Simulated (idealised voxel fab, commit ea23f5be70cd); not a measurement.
Documented hereafter: the process module known as voxel ribs on slabs.
Shown is cross-section cut, with a width of 200 nm and square cells of size 5 nm.
A cross-section is a grid of square cells, given in bands from the top down. A band is one or more rows of cells. For a band, the entry starts with two heights in nm, that of the top and then that of the bottom, and carries on with the band's materials in order from left to right, each alongside its width in nm; the word "edge to edge" beside a single material means it fills the band edge to edge, and "empty" means empty space. For the purposes of this specification, 0 denotes the height below which the wafer in its as-received condition is composed wholly of one material, and the lowermost band, lacking a lower limit, extends downward without end, as expressed in "0 and below". Width "30..40": first value at the band's top row of cells, second value at its bottom row, equal change from row to row. You'll sometimes find "nothing different" written for a step, and that's the way of saying that nowhere in the cross-section did a cell change during that step. "Trapped voids": empty spaces of 8 cells or more with no open way to the top, each given as width x height at distance, distance from the left edge, all in nm. Whatever follows a step's settings on its line is a remark the simulator itself makes about that step. Each step line may optionally specify "overlay nm", which for a step with a mask gives the rightward distance between the mask's planned place and where it lay, a negative value indicating the leftward direction.

SET OUT BELOW ARE THE PLANNED STEPS OF THE PROCESS
- 1: RECEIVE with material Si
- 2: DIRECTIONAL_DEP with material SiO2, thk nm 30
- 3: DIRECTIONAL_DEP with material SiN, thk nm 15
- 4: PATTERN with tone cover, mask id RIB, material resist, width nm 30, thk nm 20, overlay nm 0
- 5: DIRECTIONAL_ETCH with etch materials SiN, depth nm 5
- 6: STRIP with etch materials resist
- 7: PATTERN with tone cover, mask id SLAB, material resist, width nm 70, thk nm 20, overlay nm 0
- 8: DIRECTIONAL_ETCH with etch materials SiN, depth nm 10
- 9: STRIP with etch materials resist
- 10: FILL_DEP with material SiO2, thk nm 25
- 11: CMP with height nm 60
- 12: DIRECTIONAL_DEP with material TiN, thk nm 5
- 13: PATTERN with tone cover, mask id HEATER, material resist, width nm 30, thk nm 15, overlay nm 0
- 14: DIRECTIONAL_ETCH with etch materials TiN, depth nm 5
- 15: STRIP with etch materials resist
- 16: CONFORMAL_DEP with material SiO2, thk nm 10
Same starting wafers, different width nm at step 13. Plan value belongs to the first wafer.

FIRST WAFER OF SEVERAL, AS RECEIVED: CROSS-SECTION AFTER STEP 1
  0 and below  Si edge to edge
  Trapped voids: none

FIRST OF SEVERAL WAFERS IN CROSS-SECTION AT MODULE END, FOLLOWING THE FINAL STEP, STEP 16
  75 down to 70  empty=75  SiO2=50  empty=75
  70 down to 65  SiO2 edge to edge
  65 down to 60  SiO2=85  TiN=30  SiO2=85
  60 down to 45  SiO2 edge to edge
  45 down to 40  SiO2=85  SiN=30  SiO2=85
  40 down to 30  SiO2=65  SiN=70  SiO2=65
  30 down to 0  SiO2 edge to edge
  0 and below  Si edge to edge
  Trapped voids: none

MODULE END, FINAL WAFER: CROSS-SECTION
  75 down to 70  empty=65  SiO2=75  empty=60
  70 down to 65  SiO2 edge to edge
  65 down to 60  SiO2=75  TiN=55  SiO2=70
  60 down to 45  SiO2 edge to edge
  45 down to 40  SiO2=85  SiN=30  SiO2=85
  40 down to 30  SiO2=65  SiN=70  SiO2=65
  30 down to 0  SiO2 edge to edge
  0 and below  Si edge to edge
  Trapped voids: none

BELOW: A ROW PER WAFER. CONTENTS AT END OF MODULE: FOR EVERY MATERIAL, CELLS GAINED SINCE RECEIPT (+) OR LOST SINCE RECEIPT (-); THEN CLOSED VOIDS
width nm 30 | +34 SiN | +530 SiO2 | +6 TiN | Trapped voids: none
width nm 35 | +34 SiN | +530 SiO2 | +7 TiN | Trapped voids: none
width nm 40 | +34 SiN | +530 SiO2 | +8 TiN | Trapped voids: none
width nm 45 | +34 SiN | +530 SiO2 | +9 TiN | Trapped voids: none
width nm 50 | +34 SiN | +530 SiO2 | +10 TiN | Trapped voids: none
width nm 55 | +34 SiN | +530 SiO2 | +11 TiN | Trapped voids: none
